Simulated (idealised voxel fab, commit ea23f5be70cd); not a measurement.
The process module presented herein is designated voxel self aligned vias.
cross-section cut | 205 nm wide | cells 5 nm
Each cross-section below is a grid of square cells, stated as bands in top-down order, with one or more rows of cells making up each band.
First you get the band's top height and its bottom height, in nm, and then the materials it's made of, left to right, with each width in nm. If you see a single material with "everywhere", that one covers the band edge to edge. "blank" is empty space.
For the purposes of this specification, 0 denotes the height below which the wafer in its as-received condition is composed wholly of one material, and the lowermost band, lacking a lower limit, extends downward without end, as expressed in "0 nm and below".
Width: "30..40" (first number = top row, second number = bottom row, same change from row to row of cells).
What does "stayed the same" mean for a step? It means no cell of the cross-section changed in that step.
The entry titled "Enclosed cavity list" provides the empty spaces that have no open way to the top, restricted to those of 8 cells or more. Each is presented as width x height at distance, the distance being measured from the left edge, with all three in nm.
On a step's line, text after the settings is the simulator commenting on that step.
A step's line can hold "overlay nm"; with a mask on that step, the setting says how far right of the planned place the mask lay, while a negative setting says it lay to the left.

PLANNED PROCESS STEPS
step 1: RECEIVE | material Si
step 2: CONFORMAL_DEP | material SiO2 | thk nm 10
step 3: CONFORMAL_DEP | material SiCN | thk nm 5
step 4: DIRECTIONAL_DEP | material lowk | thk nm 20
step 5: DIRECTIONAL_DEP | material aC | thk nm 10
step 6: PATTERN | tone open | mask id LINES | material resist | width nm 30 | pitch nm 80 | thk nm 30 | overlay nm 0
step 7: DIRECTIONAL_ETCH | etch materials aC | depth nm 10
step 8: STRIP | etch materials resist
step 9: DIRECTIONAL_ETCH | etch materials lowk | depth nm 20
step 10: STRIP | etch materials aC
step 11: CONFORMAL_DEP | material TiN | thk nm 5
step 12: FILL_DEP | material Ru | thk nm 5
step 13: CMP | height nm 35
step 14: SELECTIVE_ETCH | etch materials W Ru TiN | depth nm 10
step 15: FILL_DEP | material SiN | thk nm 10
step 16: CMP | height nm 35
step 17: DIRECTIONAL_DEP | material lowk | thk nm 15
step 18: DIRECTIONAL_DEP | material aC | thk nm 10
step 19: PATTERN | tone open | mask id VIAS | material resist | width nm 50 | thk nm 30 | overlay nm 0
step 20: DIRECTIONAL_ETCH | etch materials aC | depth nm 10
step 21: STRIP | etch materials resist
step 22: DIRECTIONAL_ETCH | etch materials lowk | depth nm 15
step 23: DIRECTIONAL_ETCH | etch materials SiN | depth nm 10
step 24: STRIP | etch materials aC
step 25: CONFORMAL_DEP | material TiN | thk nm 5
step 26: FILL_DEP | material W | thk nm 10
step 27: CMP | height nm 50
step 28: CONFORMAL_DEP | material SiN | thk nm 5

CROSS-SECTION OF THE WAFER UPON ARRIVAL, REPRESENTING THE STATE REACHED AFTER STEP 1
  0 nm and below | Si everywhere
  Enclosed cavity list: none

STARTING STRUCTURE AND PROCESS PLAN ARE AS SHOWN ABOVE, BUT ONE MISTAKE WAS MADE IN RUNNING THE MODULE; THE WAFER CROSS-SECTION AT THE END OF THE MODULE FOLLOWS
  55 nm to 50 nm | SiN everywhere
  50 nm to 35 nm | lowk 35 nm, TiN 5 nm, W 40 nm, TiN 5 nm, lowk 120 nm
  35 nm to 30 nm | SiN 35 nm, TiN 5 nm, W 40 nm, TiN 5 nm, SiN 120 nm
  30 nm to 25 nm | SiN 35 nm, TiN 50 nm, SiN 120 nm
  25 nm to 10 nm | lowk 45 nm, TiN 5 nm, Ru 20 nm, TiN 5 nm, lowk 50 nm, TiN 5 nm, Ru 20 nm, TiN 5 nm, lowk 50 nm
  10 nm to 5 nm | lowk 45 nm, TiN 30 nm, lowk 50 nm, TiN 30 nm, lowk 50 nm
  5 nm to 0 nm | SiCN everywhere
  0 nm and below | Si everywhere
  Enclosed cavity list: none
Deviation from plan: step 2 was left out
